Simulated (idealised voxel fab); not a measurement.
process module | voxel wiring stack
cross-section cut | 205 nm wide | cells 5 nm
A cross-section is a grid of square cells, given in bands from the top down. A band is one or more rows of cells.
Each band's line starts with the height of the band's top and of its bottom, in nm. Then come its materials from left to right, each with its width in nm. One material with "throughout" fills the band from edge to edge. "air" is empty space.
Height 0 is the level under which the wafer as received is all one material. The lowest band goes on downwards, as in "0 down".
A width such as "30 to 40" changes by the same amount from each row of cells to the next, from the band's top row to its bottom row.
"no change" after a step means that no cell of the cross-section changed.
closed voids: empty space of 8 cells or more with no open way to the top, each as width x height at its distance from the left edge, in nm
after a step's settings: what the simulator itself notes on the step
overlay nm, on a step with a mask: how far to the right of its planned place the mask lay; to the left if negative
plan
1 op RECEIVE | material Si
2 op CONFORMAL_DEP | material SiO2 | thk nm 10
3 op DIRECTIONAL_DEP | material TiN | thk nm 5
4 op DIRECTIONAL_DEP | material Ru | thk nm 15
5 op DIRECTIONAL_DEP | material aC | thk nm 15
6 op PATTERN | tone cover | mask id METAL_1 | material resist | width nm 30 | pitch nm 60 | thk nm 35 | overlay nm 0
7 op DIRECTIONAL_ETCH | etch materials aC | depth nm 15
8 op STRIP | etch materials resist
9 op DIRECTIONAL_ETCH | etch materials Ru | depth nm 15
10 op DIRECTIONAL_ETCH | etch materials TiN | depth nm 5
11 op STRIP | etch materials aC
12 op FILL_DEP | material lowk | thk nm 5
13 op CMP | height nm 30
14 op CONFORMAL_DEP | material SiCN | thk nm 5
15 op DIRECTIONAL_DEP | material lowk | thk nm 25
16 op PATTERN | tone open | mask id METAL_2 | material resist | width nm 30 | pitch nm 60 | thk nm 20 | overlay nm 0
17 op DIRECTIONAL_ETCH | etch materials lowk | depth nm 15
18 op STRIP | etch materials resist
19 op PATTERN | tone open | mask id METAL_2_HOLES | material resist | width nm 15 | pitch nm 60 | thk nm 20 | overlay nm 0
20 op DIRECTIONAL_ETCH | etch materials lowk | depth nm 10
21 op DIRECTIONAL_ETCH | etch materials SiCN | depth nm 5
22 op STRIP | etch materials resist
23 op CONFORMAL_DEP | material TiN | thk nm 5
24 op FILL_DEP | material Ru | thk nm 5
25 op CMP | height nm 60
26 op CONFORMAL_DEP | material SiCN | thk nm 5
27 op DIRECTIONAL_DEP | material SiO2 | thk nm 10
28 op PATTERN | tone open | mask id PLUG_2 | material resist | width nm 15 | pitch nm 60 | thk nm 20 | overlay nm 0
29 op DIRECTIONAL_ETCH | etch materials SiO2 | depth nm 10
30 op DIRECTIONAL_ETCH | etch materials SiCN | depth nm 5
31 op STRIP | etch materials resist
32 op CONFORMAL_DEP | material TiN | thk nm 5
33 op FILL_DEP | material W | thk nm 5
34 op CMP | height nm 75
35 op CONFORMAL_DEP | material SiN | thk nm 5
36 op DIRECTIONAL_DEP | material lowk | thk nm 20
37 op DIRECTIONAL_DEP | material aC | thk nm 15
38 op PATTERN | tone open | mask id METAL_3 | material resist | width nm 30 | pitch nm 60 | thk nm 30 | overlay nm 0
39 op DIRECTIONAL_ETCH | etch materials aC | depth nm 15
40 op STRIP | etch materials resist
41 op DIRECTIONAL_ETCH | etch materials lowk | depth nm 20
42 op DIRECTIONAL_ETCH | etch materials SiN | depth nm 5
43 op STRIP | etch materials aC
44 op CONFORMAL_DEP | material TiN | thk nm 5
45 op FILL_DEP | material Ru | thk nm 5
46 op CMP | height nm 100
47 op CONFORMAL_DEP | material SiN | thk nm 5
as received, after step 1
  0 down: Si throughout
  closed voids: none
first wafer at the end, as planned
  105 to 100: SiN throughout
  100 to 80: lowk 55 | TiN 5 | Ru 20 | TiN 5 | lowk 30 | TiN 5 | Ru 20 | TiN 5 | lowk 60
  80 to 75: SiN 55 | TiN 30 | SiN 30 | TiN 30 | SiN 60
  75 to 65: SiO2 55 | TiN 5 | W 5 | TiN 5 | SiO2 45 | TiN 5 | W 5 | TiN 5 | SiO2 75
  65 to 60: SiCN 55 | TiN 15 | SiCN 45 | TiN 15 | SiCN 75
  60 to 50: lowk 55 | TiN 5 | Ru 20 | TiN 5 | lowk 30 | TiN 5 | Ru 20 | TiN 5 | lowk 60
  50 to 45: lowk 55 | TiN 5 | Ru 5 | TiN 20 | lowk 30 | TiN 5 | Ru 5 | TiN 20 | lowk 60
  45 to 35: lowk 55 | TiN 5 | Ru 5 | TiN 5 | lowk 45 | TiN 5 | Ru 5 | TiN 5 | lowk 75
  35 to 30: SiCN 55 | TiN 15 | SiCN 45 | TiN 15 | SiCN 75
  30 to 15: lowk 55 | Ru 30 | lowk 30 | Ru 30 | lowk 60
  15 to 10: lowk 55 | TiN 30 | lowk 30 | TiN 30 | lowk 60
  10 to 0: SiO2 throughout
  0 down: Si throughout
  closed voids: none
second wafer at the end: like start, like plan, one mistake
  105 to 100: SiN throughout
  100 to 80: lowk 55 | TiN 5 | Ru 20 | TiN 5 | lowk 30 | TiN 5 | Ru 20 | TiN 5 | lowk 60
  80 to 75: SiN 55 | TiN 30 | SiN 30 | TiN 30 | SiN 60
  75 to 65: SiO2 55 | TiN 5 | W 5 | TiN 5 | SiO2 45 | TiN 5 | W 5 | TiN 5 | SiO2 75
  65 to 60: SiCN 55 | TiN 15 | SiCN 45 | TiN 15 | SiCN 75
  60 to 50: lowk 55 | TiN 5 | Ru 20 | TiN 5 | lowk 30 | TiN 5 | Ru 20 | TiN 5 | lowk 60
  50 to 45: lowk 55 | TiN 5 | Ru 5 | TiN 20 | lowk 30 | TiN 5 | Ru 5 | TiN 20 | lowk 60
  45 to 35: lowk 55 | TiN 5 | Ru 5 | TiN 5 | lowk 45 | TiN 5 | Ru 5 | TiN 5 | lowk 75
  35 to 30: SiCN 55 | TiN 15 | SiCN 45 | TiN 15 | SiCN 75
  30 to 15: Ru 55 | lowk 30 | Ru 30 | lowk 30 | Ru 60
  15 to 10: TiN 55 | lowk 30 | TiN 30 | lowk 30 | TiN 60
  10 to 0: SiO2 throughout
  0 down: Si throughout
  closed voids: none
what went wrong: step 6 ran as: op PATTERN | tone open | mask id METAL_1 | material resist | width nm 30 | pitch nm 60 | thk nm 35 | overlay nm 0
at the end the second wafer has, in cells: 51 more of Ru | 17 more of TiN | 68 fewer of lowk
